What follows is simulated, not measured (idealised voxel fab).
Name of the process module below: voxel gate over fins
This is section cut - it's 210 nm across, gridded in 5 nm square cells.
Reading order for cross-sections: top band down to bottom band. Underlying form: a grid of square cells. Band size: one or more rows of cells.
The band entry comprises the height of the band's top followed by the height of its bottom, expressed in nm, and subsequently the band's materials from left to right, each stated together with its width in nm. Where a single material is marked with the word "throughout", that material fills the band from edge to edge. The word "empty" represents empty space.
All heights in this document are referenced to 0, defined as the level beneath which the wafer, as received, consists entirely of one material. The lowest band is not bounded below; it extends indefinitely downward and is written in the form "0 nm and below".
Width: "30->40" (first number = top row, second number = bottom row, same change from row to row of cells).
What does "nothing was modified" mean for a step? It means no cell of the cross-section changed in that step.
Empty spaces counting at least 8 cells and having no open way to the top are listed in "Entrapped void list". The notation width x height at distance is used for each, the distance being from the left edge and all three values in nm.
It should be noted that, on the line of a given step, the content following the step's settings is a remark produced by the simulator itself with respect to that step.
overlay nm: step with mask; distance mask lay right of planned place; negative value = left of planned place.

Plan:
- 1: RECEIVE [material Si]
- 2: CONFORMAL_DEP [material SiN] [thk nm 10]
- 3: DIRECTIONAL_DEP [material aC] [thk nm 15]
- 4: PATTERN [tone cover] [mask id FINS] [material resist] [width nm 15] [pitch nm 45] [thk nm 35] [overlay nm 0]
- 5: DIRECTIONAL_ETCH [etch materials aC] [depth nm 15]
- 6: STRIP [etch materials resist]
- 7: DIRECTIONAL_ETCH [etch materials SiN] [depth nm 10]
- 8: DIRECTIONAL_ETCH [etch materials Si] [depth nm 35]
- 9: STRIP [etch materials aC]
- 10: FILL_DEP [material SiO2] [thk nm 15]
- 11: CMP [height nm 10]
- 12: SELECTIVE_ETCH [etch materials SiO2] [depth nm 25]
- 13: STRIP [etch materials SiN]
- 14: CONFORMAL_DEP [material HfO2] [thk nm 5]
- 15: CONFORMAL_DEP [material TiN] [thk nm 5]
- 16: CONFORMAL_DEP [material TiAl] [thk nm 5]
- 17: CONFORMAL_DEP [material TiN] [thk nm 5]
- 18: FILL_DEP [material W] [thk nm 10]
- 19: CMP [height nm 25]
- 20: CONFORMAL_DEP [material SiCN] [thk nm 5]

First of two wafers - as planned:

This is the cross-section of the wafer as we received it, i.e. after step 1:
- 0 nm and below  Si throughout
- Entrapped void list: none

Cross-sectional representation of the wafer at the conclusion of step 2:
- 10 nm to 0 nm  SiN throughout
- Below a height of 0, the structure has not been altered.

Cross-sectional representation of the wafer at the conclusion of step 3:
- 25 nm to 10 nm  aC throughout
- Below a height of 10, the structure has not been altered.

Cross-sectional representation of the wafer at the conclusion of step 4:
- 60 nm to 25 nm  empty 50 / resist 15 / empty 30 / resist 15 / empty 30 / resist 15 / empty 55
- Below a height of 25, the structure has not been altered.

Cross-sectional representation of the wafer at the conclusion of step 5:
- 45 nm to 25 nm  empty 50 / resist 15 / empty 30 / resist 15 / empty 30 / resist 15 / empty 55
- 25 nm to 10 nm  empty 50 / aC 15 / empty 30 / aC 15 / empty 30 / aC 15 / empty 55
- Below a height of 10, the structure has not been altered.

Cross-sectional representation of the wafer at the conclusion of step 6:
- 25 nm to 10 nm  empty 50 / aC 15 / empty 30 / aC 15 / empty 30 / aC 15 / empty 55
- Below a height of 10, the structure has not been altered.

Cross-sectional representation of the wafer at the conclusion of step 7:
- 25 nm to 10 nm  empty 50 / aC 15 / empty 30 / aC 15 / empty 30 / aC 15 / empty 55
- 10 nm to 0 nm  empty 50 / SiN 15 / empty 30 / SiN 15 / empty 30 / SiN 15 / empty 55
- Below a height of 0, the structure has not been altered.

Cross-sectional representation of the wafer at the conclusion of step 8:
- 25 nm to 10 nm  empty 50 / aC 15 / empty 30 / aC 15 / empty 30 / aC 15 / empty 55
- 10 nm to 0 nm  empty 50 / SiN 15 / empty 30 / SiN 15 / empty 30 / SiN 15 / empty 55
- 0 nm to -35 nm  empty 50 / Si 15 / empty 30 / Si 15 / empty 30 / Si 15 / empty 55
- Below a height of -35, the structure has not been altered.

Cross-sectional representation of the wafer at the conclusion of step 9:
- 10 nm to 0 nm  empty 50 / SiN 15 / empty 30 / SiN 15 / empty 30 / SiN 15 / empty 55
- Below a height of 0, the structure has not been altered.

Cross-sectional representation of the wafer at the conclusion of step 10:
- 25 nm to 10 nm  SiO2 throughout
- 10 nm to 0 nm  SiO2 50 / SiN 15 / SiO2 30 / SiN 15 / SiO2 30 / SiN 15 / SiO2 55
- 0 nm to -35 nm  SiO2 50 / Si 15 / SiO2 30 / Si 15 / SiO2 30 / Si 15 / SiO2 55
- Below a height of -35, the structure has not been altered.

Cross-sectional representation of the wafer at the conclusion of step 11:
- 10 nm to 0 nm  SiO2 50 / SiN 15 / SiO2 30 / SiN 15 / SiO2 30 / SiN 15 / SiO2 55
- Below a height of 0, the structure has not been altered.

Cross-sectional representation of the wafer at the conclusion of step 12:
- 10 nm to 0 nm  empty 50 / SiN 15 / empty 30 / SiN 15 / empty 30 / SiN 15 / empty 55
- 0 nm to -15 nm  empty 50 / Si 15 / empty 30 / Si 15 / empty 30 / Si 15 / empty 55
- Below a height of -15, the structure has not been altered.

Cross-sectional representation of the wafer at the conclusion of step 13:
- 0 nm to -15 nm  empty 50 / Si 15 / empty 30 / Si 15 / empty 30 / Si 15 / empty 55
- Below a height of -15, the structure has not been altered.

Cross-sectional representation of the wafer at the conclusion of step 14:
- 5 nm to 0 nm  empty 45 / HfO2 25 / empty 20 / HfO2 25 / empty 20 / HfO2 25 / empty 50
- 0 nm to -10 nm  empty 45 / HfO2 5 / Si 15 / HfO2 5 / empty 20 / HfO2 5 / Si 15 / HfO2 5 / empty 20 / HfO2 5 / Si 15 / HfO2 5 / empty 50
- -10 nm to -15 nm  HfO2 50 / Si 15 / HfO2 30 / Si 15 / HfO2 30 / Si 15 / HfO2 55
- Below a height of -15, the structure has not been altered.

Cross-sectional representation of the wafer at the conclusion of step 15:
- 10 nm to 5 nm  empty 40 / TiN 35 / empty 10 / TiN 35 / empty 10 / TiN 35 / empty 45
- 5 nm to 0 nm  empty 40 / TiN 5 / HfO2 25 / TiN 5 / empty 10 / TiN 5 / HfO2 25 / TiN 5 / empty 10 / TiN 5 / HfO2 25 / TiN 5 / empty 45
- 0 nm to -5 nm  empty 40 / TiN 5 / HfO2 5 / Si 15 / HfO2 5 / TiN 5 / empty 10 / TiN 5 / HfO2 5 / Si 15 / HfO2 5 / TiN 5 / empty 10 / TiN 5 / HfO2 5 / Si 15 / HfO2 5 / TiN 5 / empty 45
- -5 nm to -10 nm  TiN 45 / HfO2 5 / Si 15 / HfO2 5 / TiN 20 / HfO2 5 / Si 15 / HfO2 5 / TiN 20 / HfO2 5 / Si 15 / HfO2 5 / TiN 50
- Below a height of -10, the structure has not been altered.

Cross-sectional representation of the wafer at the conclusion of step 16:
- 15 nm to 10 nm  empty 35 / TiAl 135 / empty 40
- 10 nm to 5 nm  empty 35 / TiAl 5 / TiN 35 / TiAl 10 / TiN 35 / TiAl 10 / TiN 35 / TiAl 5 / empty 40
- 5 nm to 0 nm  empty 35 / TiAl 5 / TiN 5 / HfO2 25 / TiN 5 / TiAl 10 / TiN 5 / HfO2 25 / TiN 5 / TiAl 10 / TiN 5 / HfO2 25 / TiN 5 / TiAl 5 / empty 40
- 0 nm to -5 nm  TiAl 40 / TiN 5 / HfO2 5 / Si 15 / HfO2 5 / TiN 5 / TiAl 10 / TiN 5 / HfO2 5 / Si 15 / HfO2 5 / TiN 5 / TiAl 10 / TiN 5 / HfO2 5 / Si 15 / HfO2 5 / TiN 5 / TiAl 45
- Below a height of -5, the structure has not been altered.

Cross-sectional representation of the wafer at the conclusion of step 17:
- 20 nm to 15 nm  empty 30 / TiN 145 / empty 35
- 15 nm to 10 nm  empty 30 / TiN 5 / TiAl 135 / TiN 5 / empty 35
- 10 nm to 5 nm  empty 30 / TiN 5 / TiAl 5 / TiN 35 / TiAl 10 / TiN 35 / TiAl 10 / TiN 35 / TiAl 5 / TiN 5 / empty 35
- 5 nm to 0 nm  TiN 35 / TiAl 5 / TiN 5 / HfO2 25 / TiN 5 / TiAl 10 / TiN 5 / HfO2 25 / TiN 5 / TiAl 10 / TiN 5 / HfO2 25 / TiN 5 / TiAl 5 / TiN 40
- Below a height of 0, the structure has not been altered.

Cross-sectional representation of the wafer at the conclusion of step 18:
- 30 nm to 20 nm  W throughout
- 20 nm to 15 nm  W 30 / TiN 145 / W 35
- 15 nm to 10 nm  W 30 / TiN 5 / TiAl 135 / TiN 5 / W 35
- 10 nm to 5 nm  W 30 / TiN 5 / TiAl 5 / TiN 35 / TiAl 10 / TiN 35 / TiAl 10 / TiN 35 / TiAl 5 / TiN 5 / W 35
- Below a height of 5, the structure has not been altered.

Cross-sectional representation of the wafer at the conclusion of step 19:
- 25 nm to 20 nm  W throughout
- Below a height of 20, the structure has not been altered.

Cross-sectional representation of the wafer at the conclusion of step 20:
- 30 nm to 25 nm  SiCN throughout
- Below a height of 25, the structure has not been altered.

Wafer two. Same start, same plan, one slip in execution. Same as wafer one through step 3, inclusive:

When step 4 should have ended:
- 60 nm to 25 nm  empty 45 / resist 15 / empty 30 / resist 15 / empty 30 / resist 15 / empty 60
- Below a height of 25, the structure has not been altered.

When step 5 should have ended:
- 45 nm to 25 nm  empty 45 / resist 15 / empty 30 / resist 15 / empty 30 / resist 15 / empty 60
- 25 nm to 10 nm  empty 45 / aC 15 / empty 30 / aC 15 / empty 30 / aC 15 / empty 60
- Below a height of 10, the structure has not been altered.

When step 6 should have ended:
- 25 nm to 10 nm  empty 45 / aC 15 / empty 30 / aC 15 / empty 30 / aC 15 / empty 60
- Below a height of 10, the structure has not been altered.

When step 7 should have ended:
- 25 nm to 10 nm  empty 45 / aC 15 / empty 30 / aC 15 / empty 30 / aC 15 / empty 60
- 10 nm to 0 nm  empty 45 / SiN 15 / empty 30 / SiN 15 / empty 30 / SiN 15 / empty 60
- Below a height of 0, the structure has not been altered.

When step 8 should have ended:
- 25 nm to 10 nm  empty 45 / aC 15 / empty 30 / aC 15 / empty 30 / aC 15 / empty 60
- 10 nm to 0 nm  empty 45 / SiN 15 / empty 30 / SiN 15 / empty 30 / SiN 15 / empty 60
- 0 nm to -35 nm  empty 45 / Si 15 / empty 30 / Si 15 / empty 30 / Si 15 / empty 60
- Below a height of -35, the structure has not been altered.

When step 9 should have ended:
- 10 nm to 0 nm  empty 45 / SiN 15 / empty 30 / SiN 15 / empty 30 / SiN 15 / empty 60
- Below a height of 0, the structure has not been altered.

When step 10 should have ended:
- 25 nm to 10 nm  SiO2 throughout
- 10 nm to 0 nm  SiO2 45 / SiN 15 / SiO2 30 / SiN 15 / SiO2 30 / SiN 15 / SiO2 60
- 0 nm to -35 nm  SiO2 45 / Si 15 / SiO2 30 / Si 15 / SiO2 30 / Si 15 / SiO2 60
- Below a height of -35, the structure has not been altered.

When step 11 should have ended:
- 10 nm to 0 nm  SiO2 45 / SiN 15 / SiO2 30 / SiN 15 / SiO2 30 / SiN 15 / SiO2 60
- Below a height of 0, the structure has not been altered.

When step 12 should have ended:
- 10 nm to 0 nm  empty 45 / SiN 15 / empty 30 / SiN 15 / empty 30 / SiN 15 / empty 60
- 0 nm to -15 nm  empty 45 / Si 15 / empty 30 / Si 15 / empty 30 / Si 15 / empty 60
- Below a height of -15, the structure has not been altered.

When step 13 should have ended:
- 0 nm to -15 nm  empty 45 / Si 15 / empty 30 / Si 15 / empty 30 / Si 15 / empty 60
- Below a height of -15, the structure has not been altered.

When step 14 should have ended:
- 5 nm to 0 nm  empty 40 / HfO2 25 / empty 20 / HfO2 25 / empty 20 / HfO2 25 / empty 55
- 0 nm to -10 nm  empty 40 / HfO2 5 / Si 15 / HfO2 5 / empty 20 / HfO2 5 / Si 15 / HfO2 5 / empty 20 / HfO2 5 / Si 15 / HfO2 5 / empty 55
- -10 nm to -15 nm  HfO2 45 / Si 15 / HfO2 30 / Si 15 / HfO2 30 / Si 15 / HfO2 60
- Below a height of -15, the structure has not been altered.

When step 15 should have ended:
- 10 nm to 5 nm  empty 35 / TiN 35 / empty 10 / TiN 35 / empty 10 / TiN 35 / empty 50
- 5 nm to 0 nm  empty 35 / TiN 5 / HfO2 25 / TiN 5 / empty 10 / TiN 5 / HfO2 25 / TiN 5 / empty 10 / TiN 5 / HfO2 25 / TiN 5 / empty 50
- 0 nm to -5 nm  empty 35 / TiN 5 / HfO2 5 / Si 15 / HfO2 5 / TiN 5 / empty 10 / TiN 5 / HfO2 5 / Si 15 / HfO2 5 / TiN 5 / empty 10 / TiN 5 / HfO2 5 / Si 15 / HfO2 5 / TiN 5 / empty 50
- -5 nm to -10 nm  TiN 40 / HfO2 5 / Si 15 / HfO2 5 / TiN 20 / HfO2 5 / Si 15 / HfO2 5 / TiN 20 / HfO2 5 / Si 15 / HfO2 5 / TiN 55
- Below a height of -10, the structure has not been altered.

When step 16 should have ended:
- 15 nm to 10 nm  empty 30 / TiAl 135 / empty 45
- 10 nm to 5 nm  empty 30 / TiAl 5 / TiN 35 / TiAl 10 / TiN 35 / TiAl 10 / TiN 35 / TiAl 5 / empty 45
- 5 nm to 0 nm  empty 30 / TiAl 5 / TiN 5 / HfO2 25 / TiN 5 / TiAl 10 / TiN 5 / HfO2 25 / TiN 5 / TiAl 10 / TiN 5 / HfO2 25 / TiN 5 / TiAl 5 / empty 45
- 0 nm to -5 nm  TiAl 35 / TiN 5 / HfO2 5 / Si 15 / HfO2 5 / TiN 5 / TiAl 10 / TiN 5 / HfO2 5 / Si 15 / HfO2 5 / TiN 5 / TiAl 10 / TiN 5 / HfO2 5 / Si 15 / HfO2 5 / TiN 5 / TiAl 50
- Below a height of -5, the structure has not been altered.

When step 17 should have ended:
- 20 nm to 15 nm  empty 25 / TiN 145 / empty 40
- 15 nm to 10 nm  empty 25 / TiN 5 / TiAl 135 / TiN 5 / empty 40
- 10 nm to 5 nm  empty 25 / TiN 5 / TiAl 5 / TiN 35 / TiAl 10 / TiN 35 / TiAl 10 / TiN 35 / TiAl 5 / TiN 5 / empty 40
- 5 nm to 0 nm  TiN 30 / TiAl 5 / TiN 5 / HfO2 25 / TiN 5 / TiAl 10 / TiN 5 / HfO2 25 / TiN 5 / TiAl 10 / TiN 5 / HfO2 25 / TiN 5 / TiAl 5 / TiN 45
- Below a height of 0, the structure has not been altered.

When step 18 should have ended:
- 30 nm to 20 nm  W throughout
- 20 nm to 15 nm  W 25 / TiN 145 / W 40
- 15 nm to 10 nm  W 25 / TiN 5 / TiAl 135 / TiN 5 / W 40
- 10 nm to 5 nm  W 25 / TiN 5 / TiAl 5 / TiN 35 / TiAl 10 / TiN 35 / TiAl 10 / TiN 35 / TiAl 5 / TiN 5 / W 40
- Below a height of 5, the structure has not been altered.

When step 19 should have ended:
- 25 nm to 20 nm  W throughout
- Below a height of 20, the structure has not been altered.

When step 20 should have ended:
- 30 nm to 25 nm  SiCN throughout
- Below a height of 25, the structure has not been altered.
Finding, execution versus plan: contrary to plan, step 4 was performed as PATTERN [tone cover] [mask id FINS] [material resist] [width nm 15] [pitch nm 45] [thk nm 35] [overlay nm -5]
So at the finish, the second wafer's got exactly as many cells of each material as the first, just not in the same spots.
